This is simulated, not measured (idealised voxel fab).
process module | voxel air gaps
cross-section cut | 235 nm wide | cells 5 nm
A cross-section is a grid of square cells, given in bands from the top down. A band is one or more rows of cells.
Each band's line starts with the height of the band's top and of its bottom, in nm. Then come its materials from left to right, each with its width in nm. One material with "throughout" fills the band from edge to edge. "air" is empty space.
Height 0 is the level under which the wafer as received is all one material. The lowest band goes on downwards, as in "0 down".
A width such as "30 to 40" changes by the same amount from each row of cells to the next, from the band's top row to its bottom row.
"no change" after a step means that no cell of the cross-section changed.
closed voids: empty space of 8 cells or more with no open way to the top, each as width x height at its distance from the left edge, in nm
after a step's settings: what the simulator itself notes on the step
overlay nm, on a step with a mask: how far to the right of its planned place the mask lay; to the left if negative
plan
1 op RECEIVE | material Si
2 op CONFORMAL_DEP | material SiO2 | thk nm 15
3 op CONFORMAL_DEP | material SiCN | thk nm 5
4 op DIRECTIONAL_DEP | material lowk | thk nm 30
5 op PATTERN | tone open | mask id LINES | material resist | width nm 20 | pitch nm 50 | thk nm 15 | overlay nm 0
6 op DIRECTIONAL_ETCH | etch materials lowk | depth nm 30
7 op STRIP | etch materials resist
8 op CONFORMAL_DEP | material TiN | thk nm 5
9 op FILL_DEP | material W | thk nm 5
10 op CMP | height nm 50
11 op EPI | material Ru | thk nm 10
12 op SELECTIVE_ETCH | etch materials lowk | depth nm 40
13 op CONFORMAL_DEP | material SiCN | thk nm 5
as received, after step 1
  0 down: Si throughout
  closed voids: none
a wafer at the end: this start, this plan, one mistake
  65 to 60: air 45 | SiCN 150 | air 40
  60 to 50: air 45 | SiCN 5 | Ru 40 | SiCN 10 | Ru 40 | SiCN 10 | Ru 40 | SiCN 5 | air 40
  50 to 45: air 45 | SiCN 15 | TiN 5 | W 10 | TiN 5 | SiCN 30 | TiN 5 | W 10 | TiN 5 | SiCN 30 | TiN 5 | W 10 | TiN 5 | SiCN 15 | air 40
  45 to 25: air 55 | SiCN 5 | TiN 5 | W 10 | TiN 5 | SiCN 5 | air 20 | SiCN 5 | TiN 5 | W 10 | TiN 5 | SiCN 5 | air 20 | SiCN 5 | TiN 5 | W 10 | TiN 5 | SiCN 5 | air 50
  25 to 20: SiCN 60 | TiN 20 | SiCN 30 | TiN 20 | SiCN 30 | TiN 20 | SiCN 55
  20 to 15: SiCN throughout
  15 to 0: SiO2 throughout
  0 down: Si throughout
  closed voids: 20 x 20 at 85; 20 x 20 at 135
what went wrong: step 5 ran as: op PATTERN | tone open | mask id LINES | material resist | width nm 20 | pitch nm 50 | thk nm 15 | overlay nm 5
